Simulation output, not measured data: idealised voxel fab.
Process module, titled voxel lift off
Cross-section cut: width 195 nm, square cells of 5 nm.
How to read a cross-section here: the picture is a grid of square cells, written as bands going from the top down, and any band can span one or more rows of cells.
Heads up on the band format: heights come first, top then bottom, in nm. After that it's the materials left to right, each with its width in nm. A single material flagged "full width" fills the whole band edge to edge, and "empty" means there's empty space there.
Note: height 0 marks the level under which the wafer is uniformly one material as received. Lowest band unbounded below, written "0 and below".
The two numbers in a width such as "30->40" mark its ends across the band: the first belongs to the top row of cells, the second to the bottom row, and from each row to the next the width moves by the same amount.
It should be understood that the words "nothing altered", when stated for a given step, signify that the cross-section underwent no change in any of its cells during that step.
This entry, "Completely sealed voids", enumerates those empty regions of no fewer than 8 cells that possess no open connection to the top. Each region is reported in the form width x height at distance, the distance being taken from the left edge, with all three quantities expressed in nm.
Whatever follows a step's settings on its line is a remark the simulator itself makes about that step.
The setting "overlay nm" may be written on the line of a step. When the step uses a mask, the value reports how far to the right of the planned place the mask lay, and a negative value reports that it lay to the left.

## Here's what the planned process steps look like
1 RECEIVE, material Si
2 CONFORMAL_DEP, material SiN, thk nm 5
3 PATTERN, tone open, mask id LINES, material resist, width nm 30, pitch nm 50, thk nm 15, overlay nm 0
4 DIRECTIONAL_DEP, material Ru, thk nm 5
5 STRIP, etch materials resist
6 CONFORMAL_DEP, material SiO2, thk nm 10

## Incoming wafer in cross-section (state: after step 1)
- 0 and below | Si full width
- Completely sealed voids: none

## Cross-sectional image of the first of two wafers at the end of the module, the run having proceeded as planned
- 20 down to 15 | empty=20 | SiO2=150 | empty=25
- 15 down to 10 | SiO2 full width
- 10 down to 5 | SiO2=30 | Ru=30 | SiO2=20 | Ru=30 | SiO2=20 | Ru=30 | SiO2=35
- 5 down to 0 | SiN full width
- 0 and below | Si full width
- Completely sealed voids: none

## Cross-section, second wafer: same start as the first, same plan as the first, one mistake in running it; taken at the end of the module
- 20 down to 15 | empty=25 | SiO2=40 | empty=10 | SiO2=40 | empty=10 | SiO2=40 | empty=30
- 15 down to 10 | SiO2 full width
- 10 down to 5 | SiO2=35 | Ru=20 | SiO2=30 | Ru=20 | SiO2=30 | Ru=20 | SiO2=40
- 5 down to 0 | SiN full width
- 0 and below | Si full width
- Completely sealed voids: none
Plan not followed: step 3 was processed under conditions differing from the plan, specifically as PATTERN, tone open, mask id LINES, material resist, width nm 20, pitch nm 50, thk nm 15, overlay nm 0
End check, counted in cells, second wafer has more or fewer of these materials than the first: 6 fewer of Ru
